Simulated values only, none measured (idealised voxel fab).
The name of this process module is voxel self aligned contacts.
We display cut, a cross-section 205 nm in width whose square cells are each 5 nm.
When this document writes out a cross-section, it uses a grid of square cells and lists it as bands, beginning at the top and moving down, with a band standing for one or more rows of cells. Top height, bottom height, nm. Materials left to right, width each, nm. Single material + "full width" = fills band edge to edge. "air" = empty. Heights are measured from 0, the level below which the as-received wafer is all one material; the lowest band has no bottom and continues downward, written as in "0 nm and below". The width entry "30 to 40" should be interpreted row by row: the top row of cells in the band takes the first number, the bottom row takes the second number, and the change between adjacent rows is uniform throughout. Any step labelled "remains unaltered" changed none of the cells in the cross-section. This entry, "Closed internal voids", enumerates those empty regions of no fewer than 8 cells that possess no open connection to the top. Each region is reported in the form width x height at distance, the distance being taken from the left edge, with all three quantities expressed in nm. Anything after a step's settings on that line? It's the simulator's own note about the step. overlay nm: step with mask; distance mask lay right of planned place; negative value = left of planned place.

[List of planned process steps]
1) RECEIVE, material Si
2) OXIDIZE, depth nm 5
3) DIRECTIONAL_DEP, material polySi, thk nm 30
4) DIRECTIONAL_DEP, material SiN, thk nm 20
5) PATTERN, tone cover, mask id GATE, material resist, width nm 35, pitch nm 65, thk nm 20, overlay nm 0
6) DIRECTIONAL_ETCH, etch materials SiN, depth nm 20
7) DIRECTIONAL_ETCH, etch materials polySi, depth nm 30
8) STRIP, etch materials resist
9) CONFORMAL_DEP, material SiN, thk nm 5
10) DIRECTIONAL_ETCH, etch materials SiN, depth nm 5
11) FILL_DEP, material SiO2, thk nm 15
12) CMP, height nm 55
13) MASKED_ETCH, tone open, mask id CONTACT, width nm 50, pitch nm 65, etch materials SiO2, depth nm 60, overlay nm 0
14) CONFORMAL_DEP, material TiN, thk nm 5
15) FILL_DEP, material W, thk nm 5
16) CMP, height nm 55
17) CONFORMAL_DEP, material SiCN, thk nm 5

[Cross-section of the incoming wafer, state after step 1]
  0 nm and below | Si full width
  Closed internal voids: none

[Wafer cross-section at end of module: start and plan as shown above, one execution error]
  60 nm to 55 nm | SiCN full width
  55 nm to 50 nm | SiO2: 45, TiN: 20, W: 15, TiN: 15, SiO2: 15, TiN: 20, W: 15, TiN: 15, SiO2: 45
  50 nm to 30 nm | SiO2: 20, SiN: 40, TiN: 5, W: 15, TiN: 5, SiN: 40, TiN: 5, W: 15, TiN: 5, SiN: 40, SiO2: 15
  30 nm to 0 nm | SiO2: 20, SiN: 5, polySi: 30, SiN: 5, TiN: 5, W: 15, TiN: 5, SiN: 5, polySi: 30, SiN: 5, TiN: 5, W: 15, TiN: 5, SiN: 5, polySi: 30, SiN: 5, SiO2: 15
  0 nm to -5 nm | SiO2: 60, TiN: 25, SiO2: 40, TiN: 25, SiO2: 55
  -5 nm and below | Si full width
  Closed internal voids: none
The mistake made against the process plan was this: the process deviated at step 5: the operation and settings actually run there were PATTERN, tone cover, mask id GATE, material resist, width nm 30, pitch nm 65, thk nm 20, overlay nm 0
